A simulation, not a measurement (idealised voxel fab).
The process module presented herein is designated voxel lift off.
Pictured: cross-section cut, 175 nm wide, on a grid of 5 nm square cells.
Just so we're on the same page, the cross-sections are grids of square cells, and they're listed out in bands top to bottom, each band one or more rows deep.
The band entry comprises the height of the band's top followed by the height of its bottom, expressed in nm, and subsequently the band's materials from left to right, each stated together with its width in nm. Where a single material is marked with the word "all across", that material fills the band from edge to edge. The word "air" represents empty space.
For the purposes of this specification, 0 denotes the height below which the wafer in its as-received condition is composed wholly of one material, and the lowermost band, lacking a lower limit, extends downward without end, as expressed in "from 0 down".
Width: "30->40" (first number = top row, second number = bottom row, same change from row to row of cells).
Take "all unchanged" at face value: in the step it is given for, the cross-section changed in none of its cells.
"Sealed voids" enumerates empty spaces isolated from the top, with no open way to it, that contain at least 8 cells, giving each as width x height at distance from the left edge, all three in nm.
Anything after a step's settings on that line? It's the simulator's own note about the step.
You can add "overlay nm" to a step's line. For a step with a mask, it describes how far the mask lay to the right of its planned position, and a negative number describes a lay to the left.
## Listed below are the process steps as planned
- 1: RECEIVE,material Si
- 2: CONFORMAL_DEP,material SiO2,thk nm 5
- 3: PATTERN,tone open,mask id LINES,material resist,width nm 15,pitch nm 40,thk nm 20,overlay nm 0
- 4: DIRECTIONAL_DEP,material Ru,thk nm 5
- 5: STRIP,etch materials resist
- 6: CONFORMAL_DEP,material SiO2,thk nm 10
## The cross-section here shows the wafer as received, i.e. in its state after step 1
  from 0 down: Si all across
  Sealed voids: none
## Post-module cross-section of the first of two wafers (run per plan)
  from 20 to 15: 10 air / 35 SiO2 / 5 air / 35 SiO2 / 5 air / 35 SiO2 / 5 air / 35 SiO2 / 10 air
  from 15 to 10: SiO2 all across
  from 10 to 5: 20 SiO2 / 15 Ru / 25 SiO2 / 15 Ru / 25 SiO2 / 15 Ru / 25 SiO2 / 15 Ru / 20 SiO2
  from 5 to 0: SiO2 all across
  from 0 down: Si all across
  Sealed voids: none
## Second wafer cross-section at end of module - shared start and plan with the first, one mistake in the run
  from 20 to 15: 10 air / 35 SiO2 / 5 air / 35 SiO2 / 5 air / 35 SiO2 / 5 air / 35 SiO2 / 10 air
  from 15 to 0: SiO2 all across
  from 0 down: Si all across
  Sealed voids: none
what went wrong: in deviation from the planned setting, step 4 was conducted as DIRECTIONAL_DEP,material SiO2,thk nm 5
Materials where the second wafer ends with more or fewer cells than the first: Ru -12 | SiO2 +12
